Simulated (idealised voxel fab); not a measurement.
process module | voxel released beams
cross-section cut | 140 nm wide | cells 5 nm
A cross-section is a grid of square cells, given in bands from the top down. A band is one or more rows of cells.
Each band's line starts with the height of the band's top and of its bottom, in nm. Then come its materials from left to right, each with its width in nm. One material with "throughout" fills the band from edge to edge. "air" is empty space.
Height 0 is the level under which the wafer as received is all one material. The lowest band goes on downwards, as in "0 down".
A width such as "30 to 40" changes by the same amount from each row of cells to the next, from the band's top row to its bottom row.
"no change" after a step means that no cell of the cross-section changed.
closed voids: empty space of 8 cells or more with no open way to the top, each as width x height at its distance from the left edge, in nm
after a step's settings: what the simulator itself notes on the step
overlay nm, on a step with a mask: how far to the right of its planned place the mask lay; to the left if negative
plan
1 op RECEIVE | material Si
2 op CONFORMAL_DEP | material Al2O3 | thk nm 5
3 op DIRECTIONAL_DEP | material SiO2 | thk nm 15
4 op PATTERN | tone open | mask id ANCHOR | material resist | width nm 30 | thk nm 15 | overlay nm 0
5 op DIRECTIONAL_ETCH | etch materials SiO2 | depth nm 15
6 op STRIP | etch materials resist
7 op CONFORMAL_DEP | material W | thk nm 10
8 op MASKED_ETCH | tone cover | mask id BEAM | width nm 85 | etch materials W | depth nm 10 | overlay nm 0
9 op STRIP | etch materials SiO2
as received, after step 1
  0 down: Si throughout
  closed voids: none
first wafer at the end, as planned
  30 to 20: air 25 | W 15 | air 10 | W 60 | air 30
  20 to 15: air 30 | W 10 | air 10 | W 10 | air 80
  15 to 5: air 30 | W 30 | air 80
  5 to 0: Al2O3 throughout
  0 down: Si throughout
  closed voids: none
second wafer at the end: like start, like plan, one mistake
  30 to 20: air 25 | W 85 | air 30
  20 to 15: Al2O3 throughout
  15 to 0: SiO2 throughout
  0 down: Si throughout
  closed voids: none
what went wrong: steps 2 and 3 were swapped
at the end the second wafer has, in cells: 84 more of SiO2 | 12 fewer of W
